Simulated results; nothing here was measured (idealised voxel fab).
voxel double patterning: a process module
For reference, the cross-section in this document is cut, with width 170 nm and square cells of 5 nm.
A cross-section is a grid of square cells, given in bands from the top down. A band is one or more rows of cells.
First you get the band's top height and its bottom height, in nm, and then the materials it's made of, left to right, with each width in nm. If you see a single material with "full width", that one covers the band edge to edge. "air" is empty space.
Heads up on the height convention: 0 is the point under which the incoming wafer is all one material, and the lowest band has no bottom, it just keeps going down, like "0..down".
Width "30..40": first value at the band's top row of cells, second value at its bottom row, equal change from row to row.
Any step labelled "remained unchanged" changed none of the cells in the cross-section.
Under "Sealed void listing" you'll find the enclosed gaps, the ones with no way out to the top, that are 8 cells or bigger; each reads width x height at distance, with distance counted from the left edge, everything in nm.
That trailing text on a step's line, after the settings, is the simulator's own remark on the step.
A step's line can hold "overlay nm"; with a mask on that step, the setting says how far right of the planned place the mask lay, while a negative setting says it lay to the left.

**Process steps foreseen in the plan**
1: RECEIVE (material Si)
2: CONFORMAL_DEP (material SiN; thk nm 10)
3: DIRECTIONAL_DEP (material SiO2; thk nm 10)
4: DIRECTIONAL_DEP (material SiCN; thk nm 10)
5: DIRECTIONAL_DEP (material aC; thk nm 15)
6: PATTERN (tone open; mask id FIRST; material resist; width nm 15; pitch nm 50; thk nm 35; overlay nm 0)
7: DIRECTIONAL_ETCH (etch materials aC; depth nm 15)
8: STRIP (etch materials resist)
9: DIRECTIONAL_ETCH (etch materials SiCN; depth nm 10)
10: STRIP (etch materials aC)
11: PATTERN (tone open; mask id SECOND; material resist; width nm 15; thk nm 20; overlay nm 0)
12: DIRECTIONAL_ETCH (etch materials SiCN; depth nm 10)
13: STRIP (etch materials resist)
14: DIRECTIONAL_ETCH (etch materials SiO2; depth nm 10)
15: STRIP (etch materials SiCN)

**Here's what the wafer looked like in cross-section when it arrived - that's after step 1**
  0..down  Si full width
  Sealed void listing: none

**First of two wafers: cross-section at end of module, run per plan**
  20..10  50 SiO2 / 15 air / 10 SiO2 / 15 air / 10 SiO2 / 15 air / 55 SiO2
  10..0  SiN full width
  0..down  Si full width
  Sealed void listing: none

**Cross-section of the latter of the two wafers at module completion. It had an identical start and an identical plan to the former; in running it, one mistake was made**
  25..15  50 SiO2 / 15 air / 10 SiO2 / 15 air / 10 SiO2 / 15 air / 55 SiO2
  15..10  SiO2 full width
  10..0  SiN full width
  0..down  Si full width
  Sealed void listing: none
What broke from the plan during processing? the process deviated at step 3: the operation and settings actually run there were DIRECTIONAL_DEP (material SiO2; thk nm 15)
Looking at both finished wafers in cells, the second ends up ahead of or behind the first on some materials: SiO2: 34 more
